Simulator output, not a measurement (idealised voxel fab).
The process module that follows is named voxel wiring stack.
In the cross-section labelled cut, the width is 230 nm and each square cell is 5 nm.
We lay out every cross-section as a grid of square cells and spell it out in bands from the top down, where one band means one or more rows of cells. Heights first: top, then bottom, in nm. Then materials, left to right, each with a width in nm. "everywhere" on a single material: fills the band edge to edge. "air": empty space. Counting heights begins at 0, where everything beneath is, in the wafer as received, one material. The lowest band has no bottom; it goes on downwards, as "from 0 down" shows. The expression "30->40" gives the width at the extremes of the band, the first number at its top row of cells and the second at its bottom row, with the width changing by equal amounts from each row to the next in between. No cell of the cross-section changed in a step that is given as "left unchanged". Listed in "Listed closed voids": every empty space of 8 or more cells without an open way to the top. Form: width x height at distance, the distance being from the left edge, all in nm. What comes after the settings on a step's line is commentary from the simulator itself on that step. overlay nm: how far to the right of its planned place the mask lay on this masked step (negative: to the left).

Steps in the process plan:
1 RECEIVE [material Si]
2 CONFORMAL_DEP [material SiO2] [thk nm 10]
3 DIRECTIONAL_DEP [material TiN] [thk nm 5]
4 DIRECTIONAL_DEP [material W] [thk nm 15]
5 MASKED_ETCH [tone cover] [mask id METAL_1] [width nm 30] [pitch nm 60] [etch materials W] [depth nm 15] [overlay nm 0]
6 MASKED_ETCH [tone cover] [mask id METAL_1] [width nm 30] [pitch nm 60] [etch materials TiN] [depth nm 5] [overlay nm 0]
7 FILL_DEP [material SiO2] [thk nm 5]
8 CMP [height nm 30]
9 CONFORMAL_DEP [material SiCN] [thk nm 5]
10 DIRECTIONAL_DEP [material SiO2] [thk nm 25]
11 DIRECTIONAL_DEP [material aC] [thk nm 10]
12 PATTERN [tone open] [mask id METAL_2_HOLES] [material resist] [width nm 15] [pitch nm 60] [thk nm 25] [overlay nm 0]
13 DIRECTIONAL_ETCH [etch materials aC] [depth nm 10]
14 STRIP [etch materials resist]
15 DIRECTIONAL_ETCH [etch materials SiO2] [depth nm 25]
16 STRIP [etch materials aC]
17 PATTERN [tone open] [mask id METAL_2] [material resist] [width nm 30] [pitch nm 60] [thk nm 20] [overlay nm 0]
18 DIRECTIONAL_ETCH [etch materials SiO2] [depth nm 15]
19 DIRECTIONAL_ETCH [etch materials SiCN] [depth nm 5]
20 STRIP [etch materials resist]
21 CONFORMAL_DEP [material TiN] [thk nm 5]
22 FILL_DEP [material Cu] [thk nm 5]
23 CMP [height nm 60]
24 CONFORMAL_DEP [material SiCN] [thk nm 5]

Wafer at receipt (post step 1), cross-section:
* from 0 down: Si everywhere
* Listed closed voids: none

Module complete - cross-section of the first of two wafers, run according to plan:
* from 65 to 60: SiCN everywhere
* from 60 to 50: 40 nm SiO2 / 5 nm TiN / 20 nm Cu / 5 nm TiN / 30 nm SiO2 / 5 nm TiN / 20 nm Cu / 5 nm TiN / 30 nm SiO2 / 5 nm TiN / 20 nm Cu / 5 nm TiN / 40 nm SiO2
* from 50 to 45: 40 nm SiO2 / 5 nm TiN / 5 nm Cu / 20 nm TiN / 30 nm SiO2 / 5 nm TiN / 5 nm Cu / 20 nm TiN / 30 nm SiO2 / 5 nm TiN / 5 nm Cu / 20 nm TiN / 40 nm SiO2
* from 45 to 35: 40 nm SiO2 / 5 nm TiN / 5 nm Cu / 5 nm TiN / 45 nm SiO2 / 5 nm TiN / 5 nm Cu / 5 nm TiN / 45 nm SiO2 / 5 nm TiN / 5 nm Cu / 5 nm TiN / 55 nm SiO2
* from 35 to 30: 40 nm SiCN / 15 nm TiN / 45 nm SiCN / 15 nm TiN / 45 nm SiCN / 15 nm TiN / 55 nm SiCN
* from 30 to 15: 40 nm SiO2 / 30 nm W / 30 nm SiO2 / 30 nm W / 30 nm SiO2 / 30 nm W / 40 nm SiO2
* from 15 to 10: 40 nm SiO2 / 30 nm TiN / 30 nm SiO2 / 30 nm TiN / 30 nm SiO2 / 30 nm TiN / 40 nm SiO2
* from 10 to 0: SiO2 everywhere
* from 0 down: Si everywhere
* Listed closed voids: none

This is the second of the two wafers, cross-sectioned at the end of the module; it started exactly like the first and was given the same plan, but it was run with one mistake:
* from 65 to 60: SiCN everywhere
* from 60 to 50: 40 nm SiO2 / 5 nm TiN / 20 nm Cu / 5 nm TiN / 30 nm SiO2 / 5 nm TiN / 20 nm Cu / 5 nm TiN / 30 nm SiO2 / 5 nm TiN / 20 nm Cu / 5 nm TiN / 40 nm SiO2
* from 50 to 45: 40 nm SiO2 / 5 nm TiN / 5 nm Cu / 20 nm TiN / 30 nm SiO2 / 5 nm TiN / 5 nm Cu / 20 nm TiN / 30 nm SiO2 / 5 nm TiN / 5 nm Cu / 20 nm TiN / 40 nm SiO2
* from 45 to 35: 40 nm SiO2 / 5 nm TiN / 5 nm Cu / 5 nm TiN / 45 nm SiO2 / 5 nm TiN / 5 nm Cu / 5 nm TiN / 45 nm SiO2 / 5 nm TiN / 5 nm Cu / 5 nm TiN / 55 nm SiO2
* from 35 to 30: 40 nm SiCN / 15 nm TiN / 45 nm SiCN / 15 nm TiN / 45 nm SiCN / 15 nm TiN / 55 nm SiCN
* from 30 to 25: 40 nm SiO2 / 30 nm TiN / 30 nm SiO2 / 30 nm TiN / 30 nm SiO2 / 30 nm TiN / 40 nm SiO2
* from 25 to 10: W everywhere
* from 10 to 0: SiO2 everywhere
* from 0 down: Si everywhere
* Listed closed voids: none
Plan not followed: steps 3 and 4 got flipped, so each one ran where the other should have
at the end the second wafer has, in cells: 84 fewer of SiO2, 84 more of W
